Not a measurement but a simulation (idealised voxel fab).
The document below concerns the process module designated voxel transistor to metal.
In the cross-section labelled cut, the width is 155 nm and each square cell is 5 nm.
Just so we're on the same page, the cross-sections are grids of square cells, and they're listed out in bands top to bottom, each band one or more rows deep.
This entry defines a band. It first specifies the height of the band's top and the height of its bottom in nm, and then specifies the band's materials from left to right, stating each material with its width in nm. The word "edge to edge" identifies a single material that fills the band from edge to edge, while the word "air" identifies empty space.
Heights from 0 (as-received wafer is one material below). Bottom band endless downward, as "top 0, no bottom".
Note: "30 to 40" means the width goes from the first number (top row of the band) to the second number (bottom row) in equal steps per row of cells.
The cross-section has no changed cell in any step marked "remained the same".
Enclosed voids (no open way to top), threshold 8 cells or more, entry "Sealed void listing", notation width x height at distance, distance from left edge, nm.
It should be noted that, on the line of a given step, the content following the step's settings is a remark produced by the simulator itself with respect to that step.
A step line may carry the setting "overlay nm", which, for steps involving a mask, states the distance by which the mask lay to the right of its intended position; negative values denote displacement to the left.
## Intended process steps
1. RECEIVE with material Si
2. OXIDIZE with depth nm 5
3. CONFORMAL_DEP with material SiN, thk nm 10
4. MASKED_ETCH with tone cover, mask id ACTIVE, width nm 120, etch materials SiN, depth nm 10, overlay nm 0
5. MASKED_ETCH with tone cover, mask id ACTIVE, width nm 120, etch materials SiO2, depth nm 5, overlay nm 0
6. MASKED_ETCH with tone cover, mask id ACTIVE, width nm 120, etch materials Si, depth nm 20, overlay nm 0
7. FILL_DEP with material SiO2, thk nm 15
8. CMP with height nm 10
9. SELECTIVE_ETCH with etch materials SiO2, depth nm 10
10. STRIP with etch materials SiN
11. SELECTIVE_ETCH with etch materials SiO2, depth nm 5
12. OXIDIZE with depth nm 5
13. DIRECTIONAL_DEP with material polySi, thk nm 20
14. DIRECTIONAL_DEP with material SiCN, thk nm 10
15. MASKED_ETCH with tone cover, mask id GATE, width nm 30, etch materials SiCN, depth nm 20, overlay nm 0
16. MASKED_ETCH with tone cover, mask id GATE, width nm 30, etch materials polySi, depth nm 30, overlay nm 0
17. CONFORMAL_DEP with material SiN, thk nm 10
18. DIRECTIONAL_ETCH with etch materials SiN, depth nm 10
19. DIRECTIONAL_ETCH with etch materials SiO2, depth nm 5
20. EPI with material pSi, thk nm 5
21. FILL_DEP with material SiO2, thk nm 5
22. CMP with height nm 15
23. STRIP with etch materials polySi
24. SELECTIVE_ETCH with etch materials SiO2, depth nm 5
25. CONFORMAL_DEP with material HfO2, thk nm 5
26. CONFORMAL_DEP with material TiN, thk nm 5
27. FILL_DEP with material W, thk nm 10
28. CMP with height nm 10
29. DIRECTIONAL_DEP with material SiO2, thk nm 15
30. PATTERN with tone open, mask id CONTACT, material resist, width nm 20, pitch nm 80, thk nm 15, overlay nm 0
31. DIRECTIONAL_ETCH with etch materials SiO2, depth nm 30
32. STRIP with etch materials resist
33. CONFORMAL_DEP with material TiN, thk nm 5
34. FILL_DEP with material W, thk nm 5
35. CMP with height nm 25
36. DIRECTIONAL_DEP with material TiN, thk nm 5
37. DIRECTIONAL_DEP with material Ru, thk nm 20
38. PATTERN with tone cover, mask id METAL_1, material resist, width nm 20, pitch nm 80, thk nm 15, overlay nm 0
39. DIRECTIONAL_ETCH with etch materials Ru, depth nm 20
40. DIRECTIONAL_ETCH with etch materials TiN, depth nm 5
41. STRIP with etch materials resist
42. FILL_DEP with material lowk, thk nm 5
43. CMP with height nm 50
44. CONFORMAL_DEP with material SiCN, thk nm 5
## First of two wafers, processed according to plan
## Cross-section of the incoming wafer, state after step 1
- top 0, no bottom = Si edge to edge
- Sealed void listing: none
## Take a look at the wafer's cross-section after step 2
- top 0, bottom -5 = SiO2 edge to edge
- Below a height of -5, the structure has not been altered.
## Take a look at the wafer's cross-section after step 3
- top 10, bottom 0 = SiN edge to edge
- Below a height of 0, the structure has not been altered.
## Take a look at the wafer's cross-section after step 4
- top 10, bottom 0 = 15 nm air | 120 nm SiN | 20 nm air
- Below a height of 0, the structure has not been altered.
## Take a look at the wafer's cross-section after step 5
- top 10, bottom 0 = 15 nm air | 120 nm SiN | 20 nm air
- top 0, bottom -5 = 15 nm air | 120 nm SiO2 | 20 nm air
- Below a height of -5, the structure has not been altered.
## Take a look at the wafer's cross-section after step 6
- top 10, bottom 0 = 15 nm air | 120 nm SiN | 20 nm air
- top 0, bottom -5 = 15 nm air | 120 nm SiO2 | 20 nm air
- top -5, bottom -25 = 15 nm air | 120 nm Si | 20 nm air
- Below a height of -25, the structure has not been altered.
## Take a look at the wafer's cross-section after step 7
- top 25, bottom 10 = SiO2 edge to edge
- top 10, bottom 0 = 15 nm SiO2 | 120 nm SiN | 20 nm SiO2
- top 0, bottom -5 = SiO2 edge to edge
- top -5, bottom -25 = 15 nm SiO2 | 120 nm Si | 20 nm SiO2
- Below a height of -25, the structure has not been altered.
## Take a look at the wafer's cross-section after step 8
- top 10, bottom 0 = 15 nm SiO2 | 120 nm SiN | 20 nm SiO2
- Below a height of 0, the structure has not been altered.
## Take a look at the wafer's cross-section after step 9
- top 10, bottom 0 = 15 nm air | 120 nm SiN | 20 nm air
- Below a height of 0, the structure has not been altered.
## Take a look at the wafer's cross-section after step 10
- top 0, bottom -5 = SiO2 edge to edge
- Below a height of -5, the structure has not been altered.
## Take a look at the wafer's cross-section after step 11
- top -5, bottom -25 = 15 nm SiO2 | 120 nm Si | 20 nm SiO2
- Below a height of -25, the structure has not been altered.
## Take a look at the wafer's cross-section after step 12
- top -5, bottom -10 = SiO2 edge to edge
- Below a height of -10, the structure has not been altered.
## Take a look at the wafer's cross-section after step 13
- top 15, bottom -5 = polySi edge to edge
- Below a height of -5, the structure has not been altered.
## Take a look at the wafer's cross-section after step 14
- top 25, bottom 15 = SiCN edge to edge
- Below a height of 15, the structure has not been altered.
## Take a look at the wafer's cross-section after step 15
- top 25, bottom 15 = 60 nm air | 30 nm SiCN | 65 nm air
- Below a height of 15, the structure has not been altered.
## Take a look at the wafer's cross-section after step 16
- top 25, bottom 15 = 60 nm air | 30 nm SiCN | 65 nm air
- top 15, bottom -5 = 60 nm air | 30 nm polySi | 65 nm air
- Below a height of -5, the structure has not been altered.
## Take a look at the wafer's cross-section after step 17
- top 35, bottom 25 = 50 nm air | 50 nm SiN | 55 nm air
- top 25, bottom 15 = 50 nm air | 10 nm SiN | 30 nm SiCN | 10 nm SiN | 55 nm air
- top 15, bottom 5 = 50 nm air | 10 nm SiN | 30 nm polySi | 10 nm SiN | 55 nm air
- top 5, bottom -5 = 60 nm SiN | 30 nm polySi | 65 nm SiN
- Below a height of -5, the structure has not been altered.
## Take a look at the wafer's cross-section after step 18
- top 25, bottom 15 = 50 nm air | 10 nm SiN | 30 nm SiCN | 10 nm SiN | 55 nm air
- top 15, bottom -5 = 50 nm air | 10 nm SiN | 30 nm polySi | 10 nm SiN | 55 nm air
- Below a height of -5, the structure has not been altered.
## Take a look at the wafer's cross-section after step 19
- top 25, bottom 15 = 50 nm air | 10 nm SiN | 30 nm SiCN | 10 nm SiN | 55 nm air
- top 15, bottom -5 = 50 nm air | 10 nm SiN | 30 nm polySi | 10 nm SiN | 55 nm air
- top -5, bottom -10 = 50 nm air | 50 nm SiO2 | 55 nm air
- Below a height of -10, the structure has not been altered.
## Take a look at the wafer's cross-section after step 20
- top 25, bottom 15 = 50 nm air | 10 nm SiN | 30 nm SiCN | 10 nm SiN | 55 nm air
- top 15, bottom -5 = 50 nm air | 10 nm SiN | 30 nm polySi | 10 nm SiN | 55 nm air
- top -5, bottom -10 = 10 nm air | 40 nm pSi | 50 nm SiO2 | 40 nm pSi | 15 nm air
- Below a height of -10, the structure has not been altered.
## Take a look at the wafer's cross-section after step 21
- top 30, bottom 25 = SiO2 edge to edge
- top 25, bottom 15 = 50 nm SiO2 | 10 nm SiN | 30 nm SiCN | 10 nm SiN | 55 nm SiO2
- top 15, bottom -5 = 50 nm SiO2 | 10 nm SiN | 30 nm polySi | 10 nm SiN | 55 nm SiO2
- top -5, bottom -10 = 10 nm SiO2 | 40 nm pSi | 50 nm SiO2 | 40 nm pSi | 15 nm SiO2
- Below a height of -10, the structure has not been altered.
## Take a look at the wafer's cross-section after step 22
- top 15, bottom -5 = 50 nm SiO2 | 10 nm SiN | 30 nm polySi | 10 nm SiN | 55 nm SiO2
- Below a height of -5, the structure has not been altered.
## Take a look at the wafer's cross-section after step 23
- top 15, bottom -5 = 50 nm SiO2 | 10 nm SiN | 30 nm air | 10 nm SiN | 55 nm SiO2
- Below a height of -5, the structure has not been altered.
## Take a look at the wafer's cross-section after step 24
- top 15, bottom 10 = 50 nm air | 10 nm SiN | 30 nm air | 10 nm SiN | 55 nm air
- top 10, bottom -5 = 50 nm SiO2 | 10 nm SiN | 30 nm air | 10 nm SiN | 55 nm SiO2
- top -5, bottom -10 = 10 nm SiO2 | 40 nm pSi | 5 nm SiO2 | 40 nm air | 5 nm SiO2 | 40 nm pSi | 15 nm SiO2
- Below a height of -10, the structure has not been altered.
## Take a look at the wafer's cross-section after step 25
- top 20, bottom 15 = 45 nm air | 20 nm HfO2 | 20 nm air | 20 nm HfO2 | 50 nm air
- top 15, bottom 10 = 50 nm HfO2 | 10 nm SiN | 5 nm HfO2 | 20 nm air | 5 nm HfO2 | 10 nm SiN | 55 nm HfO2
- top 10, bottom -5 = 50 nm SiO2 | 10 nm SiN | 5 nm HfO2 | 20 nm air | 5 nm HfO2 | 10 nm SiN | 55 nm SiO2
- top -5, bottom -10 = 10 nm SiO2 | 40 nm pSi | 5 nm SiO2 | 40 nm HfO2 | 5 nm SiO2 | 40 nm pSi | 15 nm SiO2
- Below a height of -10, the structure has not been altered.
## Take a look at the wafer's cross-section after step 26
- top 25, bottom 20 = 40 nm air | 30 nm TiN | 10 nm air | 30 nm TiN | 45 nm air
- top 20, bottom 15 = 45 nm TiN | 20 nm HfO2 | 5 nm TiN | 10 nm air | 5 nm TiN | 20 nm HfO2 | 50 nm TiN
- top 15, bottom 10 = 50 nm HfO2 | 10 nm SiN | 5 nm HfO2 | 5 nm TiN | 10 nm air | 5 nm TiN | 5 nm HfO2 | 10 nm SiN | 55 nm HfO2
- top 10, bottom 0 = 50 nm SiO2 | 10 nm SiN | 5 nm HfO2 | 5 nm TiN | 10 nm air | 5 nm TiN | 5 nm HfO2 | 10 nm SiN | 55 nm SiO2
- top 0, bottom -5 = 50 nm SiO2 | 10 nm SiN | 5 nm HfO2 | 20 nm TiN | 5 nm HfO2 | 10 nm SiN | 55 nm SiO2
- Below a height of -5, the structure has not been altered.
## Take a look at the wafer's cross-section after step 27
- top 35, bottom 25 = W edge to edge
- top 25, bottom 20 = 40 nm W | 30 nm TiN | 10 nm W | 30 nm TiN | 45 nm W
- top 20, bottom 15 = 45 nm TiN | 20 nm HfO2 | 5 nm TiN | 10 nm W | 5 nm TiN | 20 nm HfO2 | 50 nm TiN
- top 15, bottom 10 = 50 nm HfO2 | 10 nm SiN | 5 nm HfO2 | 5 nm TiN | 10 nm W | 5 nm TiN | 5 nm HfO2 | 10 nm SiN | 55 nm HfO2
- top 10, bottom 0 = 50 nm SiO2 | 10 nm SiN | 5 nm HfO2 | 5 nm TiN | 10 nm W | 5 nm TiN | 5 nm HfO2 | 10 nm SiN | 55 nm SiO2
- Below a height of 0, the structure has not been altered.
## Take a look at the wafer's cross-section after step 28
- top 10, bottom 0 = 50 nm SiO2 | 10 nm SiN | 5 nm HfO2 | 5 nm TiN | 10 nm W | 5 nm TiN | 5 nm HfO2 | 10 nm SiN | 55 nm SiO2
- Below a height of 0, the structure has not been altered.
## Take a look at the wafer's cross-section after step 29
- top 25, bottom 10 = SiO2 edge to edge
- Below a height of 10, the structure has not been altered.
## Take a look at the wafer's cross-section after step 30
- top 40, bottom 25 = 25 nm resist | 20 nm air | 60 nm resist | 20 nm air | 30 nm resist
- Below a height of 25, the structure has not been altered.
## Take a look at the wafer's cross-section after step 31
- top 40, bottom 25 = 25 nm resist | 20 nm air | 60 nm resist | 20 nm air | 30 nm resist
- top 25, bottom 10 = 25 nm SiO2 | 20 nm air | 60 nm SiO2 | 20 nm air | 30 nm SiO2
- top 10, bottom 0 = 25 nm SiO2 | 20 nm air | 5 nm SiO2 | 10 nm SiN | 5 nm HfO2 | 5 nm TiN | 10 nm W | 5 nm TiN | 5 nm HfO2 | 10 nm SiN | 5 nm SiO2 | 20 nm air | 30 nm SiO2
- top 0, bottom -5 = 25 nm SiO2 | 20 nm air | 5 nm SiO2 | 10 nm SiN | 5 nm HfO2 | 20 nm TiN | 5 nm HfO2 | 10 nm SiN | 5 nm SiO2 | 20 nm air | 30 nm SiO2
- Below a height of -5, the structure has not been altered.
## Take a look at the wafer's cross-section after step 32
- top 25, bottom 10 = 25 nm SiO2 | 20 nm air | 60 nm SiO2 | 20 nm air | 30 nm SiO2
- Below a height of 10, the structure has not been altered.
## Take a look at the wafer's cross-section after step 33
- top 30, bottom 25 = 30 nm TiN | 10 nm air | 70 nm TiN | 10 nm air | 35 nm TiN
- top 25, bottom 10 = 25 nm SiO2 | 5 nm TiN | 10 nm air | 5 nm TiN | 60 nm SiO2 | 5 nm TiN | 10 nm air | 5 nm TiN | 30 nm SiO2
- top 10, bottom 0 = 25 nm SiO2 | 5 nm TiN | 10 nm air | 5 nm TiN | 5 nm SiO2 | 10 nm SiN | 5 nm HfO2 | 5 nm TiN | 10 nm W | 5 nm TiN | 5 nm HfO2 | 10 nm SiN | 5 nm SiO2 | 5 nm TiN | 10 nm air | 5 nm TiN | 30 nm SiO2
- top 0, bottom -5 = 25 nm SiO2 | 20 nm TiN | 5 nm SiO2 | 10 nm SiN | 5 nm HfO2 | 20 nm TiN | 5 nm HfO2 | 10 nm SiN | 5 nm SiO2 | 20 nm TiN | 30 nm SiO2
- Below a height of -5, the structure has not been altered.
## Take a look at the wafer's cross-section after step 34
- top 35, bottom 30 = W edge to edge
- top 30, bottom 25 = 30 nm TiN | 10 nm W | 70 nm TiN | 10 nm W | 35 nm TiN
- top 25, bottom 10 = 25 nm SiO2 | 5 nm TiN | 10 nm W | 5 nm TiN | 60 nm SiO2 | 5 nm TiN | 10 nm W | 5 nm TiN | 30 nm SiO2
- top 10, bottom 0 = 25 nm SiO2 | 5 nm TiN | 10 nm W | 5 nm TiN | 5 nm SiO2 | 10 nm SiN | 5 nm HfO2 | 5 nm TiN | 10 nm W | 5 nm TiN | 5 nm HfO2 | 10 nm SiN | 5 nm SiO2 | 5 nm TiN | 10 nm W | 5 nm TiN | 30 nm SiO2
- Below a height of 0, the structure has not been altered.
## Take a look at the wafer's cross-section after step 35
- top 25, bottom 10 = 25 nm SiO2 | 5 nm TiN | 10 nm W | 5 nm TiN | 60 nm SiO2 | 5 nm TiN | 10 nm W | 5 nm TiN | 30 nm SiO2
- Below a height of 10, the structure has not been altered.
## Take a look at the wafer's cross-section after step 36
- top 30, bottom 25 = TiN edge to edge
- Below a height of 25, the structure has not been altered.
## Take a look at the wafer's cross-section after step 37
- top 50, bottom 30 = Ru edge to edge
- Below a height of 30, the structure has not been altered.
## Take a look at the wafer's cross-section after step 38
- top 65, bottom 50 = 25 nm air | 20 nm resist | 60 nm air | 20 nm resist | 30 nm air
- Below a height of 50, the structure has not been altered.
## Take a look at the wafer's cross-section after step 39
- top 65, bottom 50 = 25 nm air | 20 nm resist | 60 nm air | 20 nm resist | 30 nm air
- top 50, bottom 30 = 25 nm air | 20 nm Ru | 60 nm air | 20 nm Ru | 30 nm air
- Below a height of 30, the structure has not been altered.
## Take a look at the wafer's cross-section after step 40
- top 65, bottom 50 = 25 nm air | 20 nm resist | 60 nm air | 20 nm resist | 30 nm air
- top 50, bottom 30 = 25 nm air | 20 nm Ru | 60 nm air | 20 nm Ru | 30 nm air
- top 30, bottom 25 = 25 nm air | 20 nm TiN | 60 nm air | 20 nm TiN | 30 nm air
- Below a height of 25, the structure has not been altered.
## Take a look at the wafer's cross-section after step 41
- top 50, bottom 30 = 25 nm air | 20 nm Ru | 60 nm air | 20 nm Ru | 30 nm air
- Below a height of 30, the structure has not been altered.
## Take a look at the wafer's cross-section after step 42
- top 55, bottom 50 = lowk edge to edge
- top 50, bottom 30 = 25 nm lowk | 20 nm Ru | 60 nm lowk | 20 nm Ru | 30 nm lowk
- top 30, bottom 25 = 25 nm lowk | 20 nm TiN | 60 nm lowk | 20 nm TiN | 30 nm lowk
- Below a height of 25, the structure has not been altered.
## Take a look at the wafer's cross-section after step 43
- top 50, bottom 30 = 25 nm lowk | 20 nm Ru | 60 nm lowk | 20 nm Ru | 30 nm lowk
- Below a height of 30, the structure has not been altered.
## Take a look at the wafer's cross-section after step 44
- top 55, bottom 50 = SiCN edge to edge
- Below a height of 50, the structure has not been altered.
## It is to be noted that the second wafer proceeded from the same initial state and according to the same plan as the first, although one mistake was committed in its execution; through step 24, inclusive, the two wafers share an identical history
Cross-section of the second wafer corresponding to the planned conclusion of step 25: remained the same
## Cross-section of the second wafer corresponding to the planned conclusion of step 26
- top 20, bottom 15 = 45 nm air | 20 nm TiN | 20 nm air | 20 nm TiN | 50 nm air
- top 15, bottom 10 = 50 nm TiN | 10 nm SiN | 5 nm TiN | 20 nm air | 5 nm TiN | 10 nm SiN | 55 nm TiN
- top 10, bottom -5 = 50 nm SiO2 | 10 nm SiN | 5 nm TiN | 20 nm air | 5 nm TiN | 10 nm SiN | 55 nm SiO2
- top -5, bottom -10 = 10 nm SiO2 | 40 nm pSi | 5 nm SiO2 | 40 nm TiN | 5 nm SiO2 | 40 nm pSi | 15 nm SiO2
- Below a height of -10, the structure has not been altered.
## Cross-section of the second wafer corresponding to the planned conclusion of step 27
- top 30, bottom 20 = W edge to edge
- top 20, bottom 15 = 45 nm W | 20 nm TiN | 20 nm W | 20 nm TiN | 50 nm W
- top 15, bottom 10 = 50 nm TiN | 10 nm SiN | 5 nm TiN | 20 nm W | 5 nm TiN | 10 nm SiN | 55 nm TiN
- top 10, bottom -5 = 50 nm SiO2 | 10 nm SiN | 5 nm TiN | 20 nm W | 5 nm TiN | 10 nm SiN | 55 nm SiO2
- Below a height of -5, the structure has not been altered.
## Cross-section of the second wafer corresponding to the planned conclusion of step 28
- top 10, bottom -5 = 50 nm SiO2 | 10 nm SiN | 5 nm TiN | 20 nm W | 5 nm TiN | 10 nm SiN | 55 nm SiO2
- Below a height of -5, the structure has not been altered.
## Cross-section of the second wafer corresponding to the planned conclusion of step 29
- top 25, bottom 10 = SiO2 edge to edge
- Below a height of 10, the structure has not been altered.
## Cross-section of the second wafer corresponding to the planned conclusion of step 30
- top 40, bottom 25 = 25 nm resist | 20 nm air | 60 nm resist | 20 nm air | 30 nm resist
- Below a height of 25, the structure has not been altered.
## Cross-section of the second wafer corresponding to the planned conclusion of step 31
- top 40, bottom 25 = 25 nm resist | 20 nm air | 60 nm resist | 20 nm air | 30 nm resist
- top 25, bottom 10 = 25 nm SiO2 | 20 nm air | 60 nm SiO2 | 20 nm air | 30 nm SiO2
- top 10, bottom -5 = 25 nm SiO2 | 20 nm air | 5 nm SiO2 | 10 nm SiN | 5 nm TiN | 20 nm W | 5 nm TiN | 10 nm SiN | 5 nm SiO2 | 20 nm air | 30 nm SiO2
- Below a height of -5, the structure has not been altered.
## Cross-section of the second wafer corresponding to the planned conclusion of step 32
- top 25, bottom 10 = 25 nm SiO2 | 20 nm air | 60 nm SiO2 | 20 nm air | 30 nm SiO2
- Below a height of 10, the structure has not been altered.
## Cross-section of the second wafer corresponding to the planned conclusion of step 33
- top 30, bottom 25 = 30 nm TiN | 10 nm air | 70 nm TiN | 10 nm air | 35 nm TiN
- top 25, bottom 10 = 25 nm SiO2 | 5 nm TiN | 10 nm air | 5 nm TiN | 60 nm SiO2 | 5 nm TiN | 10 nm air | 5 nm TiN | 30 nm SiO2
- top 10, bottom 0 = 25 nm SiO2 | 5 nm TiN | 10 nm air | 5 nm TiN | 5 nm SiO2 | 10 nm SiN | 5 nm TiN | 20 nm W | 5 nm TiN | 10 nm SiN | 5 nm SiO2 | 5 nm TiN | 10 nm air | 5 nm TiN | 30 nm SiO2
- top 0, bottom -5 = 25 nm SiO2 | 20 nm TiN | 5 nm SiO2 | 10 nm SiN | 5 nm TiN | 20 nm W | 5 nm TiN | 10 nm SiN | 5 nm SiO2 | 20 nm TiN | 30 nm SiO2
- Below a height of -5, the structure has not been altered.
## Cross-section of the second wafer corresponding to the planned conclusion of step 34
- top 35, bottom 30 = W edge to edge
- top 30, bottom 25 = 30 nm TiN | 10 nm W | 70 nm TiN | 10 nm W | 35 nm TiN
- top 25, bottom 10 = 25 nm SiO2 | 5 nm TiN | 10 nm W | 5 nm TiN | 60 nm SiO2 | 5 nm TiN | 10 nm W | 5 nm TiN | 30 nm SiO2
- top 10, bottom 0 = 25 nm SiO2 | 5 nm TiN | 10 nm W | 5 nm TiN | 5 nm SiO2 | 10 nm SiN | 5 nm TiN | 20 nm W | 5 nm TiN | 10 nm SiN | 5 nm SiO2 | 5 nm TiN | 10 nm W | 5 nm TiN | 30 nm SiO2
- Below a height of 0, the structure has not been altered.
## Cross-section of the second wafer corresponding to the planned conclusion of step 35
- top 25, bottom 10 = 25 nm SiO2 | 5 nm TiN | 10 nm W | 5 nm TiN | 60 nm SiO2 | 5 nm TiN | 10 nm W | 5 nm TiN | 30 nm SiO2
- Below a height of 10, the structure has not been altered.
## Cross-section of the second wafer corresponding to the planned conclusion of step 36
- top 30, bottom 25 = TiN edge to edge
- Below a height of 25, the structure has not been altered.
## Cross-section of the second wafer corresponding to the planned conclusion of step 37
- top 50, bottom 30 = Ru edge to edge
- Below a height of 30, the structure has not been altered.
## Cross-section of the second wafer corresponding to the planned conclusion of step 38
- top 65, bottom 50 = 25 nm air | 20 nm resist | 60 nm air | 20 nm resist | 30 nm air
- Below a height of 50, the structure has not been altered.
## Cross-section of the second wafer corresponding to the planned conclusion of step 39
- top 65, bottom 50 = 25 nm air | 20 nm resist | 60 nm air | 20 nm resist | 30 nm air
- top 50, bottom 30 = 25 nm air | 20 nm Ru | 60 nm air | 20 nm Ru | 30 nm air
- Below a height of 30, the structure has not been altered.
## Cross-section of the second wafer corresponding to the planned conclusion of step 40
- top 65, bottom 50 = 25 nm air | 20 nm resist | 60 nm air | 20 nm resist | 30 nm air
- top 50, bottom 30 = 25 nm air | 20 nm Ru | 60 nm air | 20 nm Ru | 30 nm air
- top 30, bottom 25 = 25 nm air | 20 nm TiN | 60 nm air | 20 nm TiN | 30 nm air
- Below a height of 25, the structure has not been altered.
## Cross-section of the second wafer corresponding to the planned conclusion of step 41
- top 50, bottom 30 = 25 nm air | 20 nm Ru | 60 nm air | 20 nm Ru | 30 nm air
- Below a height of 30, the structure has not been altered.
## Cross-section of the second wafer corresponding to the planned conclusion of step 42
- top 55, bottom 50 = lowk edge to edge
- top 50, bottom 30 = 25 nm lowk | 20 nm Ru | 60 nm lowk | 20 nm Ru | 30 nm lowk
- top 30, bottom 25 = 25 nm lowk | 20 nm TiN | 60 nm lowk | 20 nm TiN | 30 nm lowk
- Below a height of 25, the structure has not been altered.
## Cross-section of the second wafer corresponding to the planned conclusion of step 43
- top 50, bottom 30 = 25 nm lowk | 20 nm Ru | 60 nm lowk | 20 nm Ru | 30 nm lowk
- Below a height of 30, the structure has not been altered.
## Cross-section of the second wafer corresponding to the planned conclusion of step 44
- top 55, bottom 50 = SiCN edge to edge
- Below a height of 50, the structure has not been altered.
It is concluded that the wafer was processed incorrectly with respect to the plan, in that step 25 of the plan got skipped, so it never ran
End of process, cell counts, second wafer against first, materials with more or fewer: HfO2 -14 | TiN +6 | W +8
